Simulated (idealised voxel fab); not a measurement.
process module | voxel capacitor over wiring
cross-section cut | 140 nm wide | cells 5 nm
A cross-section is a grid of square cells, given in bands from the top down. A band is one or more rows of cells.
Each band's line starts with the height of the band's top and of its bottom, in nm. Then come its materials from left to right, each with its width in nm. One material with "throughout" fills the band from edge to edge. "air" is empty space.
Height 0 is the level under which the wafer as received is all one material. The lowest band goes on downwards, as in "0 down".
A width such as "30 to 40" changes by the same amount from each row of cells to the next, from the band's top row to its bottom row.
"no change" after a step means that no cell of the cross-section changed.
closed voids: empty space of 8 cells or more with no open way to the top, each as width x height at its distance from the left edge, in nm
after a step's settings: what the simulator itself notes on the step
overlay nm, on a step with a mask: how far to the right of its planned place the mask lay; to the left if negative
plan
1 op RECEIVE | material Si
2 op CONFORMAL_DEP | material SiO2 | thk nm 15
3 op DIRECTIONAL_DEP | material TiN | thk nm 5
4 op DIRECTIONAL_DEP | material W | thk nm 25
5 op MASKED_ETCH | tone cover | mask id METAL_1 | width nm 20 | pitch nm 75 | etch materials W | depth nm 25 | overlay nm 0
6 op MASKED_ETCH | tone cover | mask id METAL_1 | width nm 20 | pitch nm 75 | etch materials TiN | depth nm 5 | overlay nm 0
7 op FILL_DEP | material lowk | thk nm 5
8 op CMP | height nm 45
9 op CONFORMAL_DEP | material SiCN | thk nm 5
10 op DIRECTIONAL_DEP | material lowk | thk nm 15
11 op PATTERN | tone open | mask id PLUG_1 | material resist | width nm 15 | thk nm 20 | overlay nm 0
12 op DIRECTIONAL_ETCH | etch materials lowk | depth nm 15
13 op DIRECTIONAL_ETCH | etch materials SiCN | depth nm 5
14 op STRIP | etch materials resist
15 op EPI | material Ru | thk nm 10
16 op EPI | material Ru | thk nm 10
17 op DIRECTIONAL_DEP | material TiN | thk nm 5
18 op DIRECTIONAL_DEP | material SiN | thk nm 5
19 op DIRECTIONAL_DEP | material TiN | thk nm 10
20 op PATTERN | tone cover | mask id UPPER_PLATE | material resist | width nm 60 | thk nm 20 | overlay nm 0
21 op DIRECTIONAL_ETCH | etch materials TiN | depth nm 10
22 op DIRECTIONAL_ETCH | etch materials SiN | depth nm 5
23 op STRIP | etch materials resist
24 op DIRECTIONAL_DEP | material aC | thk nm 10
25 op PATTERN | tone cover | mask id LOWER_PLATE | material resist | width nm 70 | thk nm 30 | overlay nm 0
26 op DIRECTIONAL_ETCH | etch materials aC | depth nm 10
27 op STRIP | etch materials resist
28 op DIRECTIONAL_ETCH | etch materials TiN | depth nm 5
29 op STRIP | etch materials aC
30 op FILL_DEP | material SiO2 | thk nm 15
31 op CMP | height nm 95
32 op MASKED_ETCH | tone open | mask id PLUG_2 | width nm 15 | etch materials SiO2 | depth nm 10 | overlay nm 0
33 op CONFORMAL_DEP | material TiN | thk nm 5
34 op FILL_DEP | material Cu | thk nm 5
35 op CMP | height nm 95
36 op CONFORMAL_DEP | material SiCN | thk nm 5
as received, after step 1
  0 down: Si throughout
  closed voids: none
a wafer at the end: this start, this plan, one mistake
  100 to 95: SiCN throughout
  95 to 90: SiO2 35 | TiN 5 | Cu 5 | TiN 5 | SiO2 90
  90 to 85: SiO2 35 | TiN 15 | SiO2 90
  85 to 75: SiO2 25 | TiN 60 | SiO2 55
  75 to 70: SiO2 25 | SiN 60 | SiO2 55
  70 to 65: SiO2 20 | TiN 70 | SiO2 50
  65 to 50: lowk 25 | Ru 15 | lowk 100
  50 to 45: SiCN 25 | Ru 15 | SiCN 100
  45 to 40: lowk 20 | TiN 20 | lowk 55 | TiN 20 | lowk 25
  40 to 15: W throughout
  15 to 0: SiO2 throughout
  0 down: Si throughout
  closed voids: none
what went wrong: steps 3 and 4 were swapped
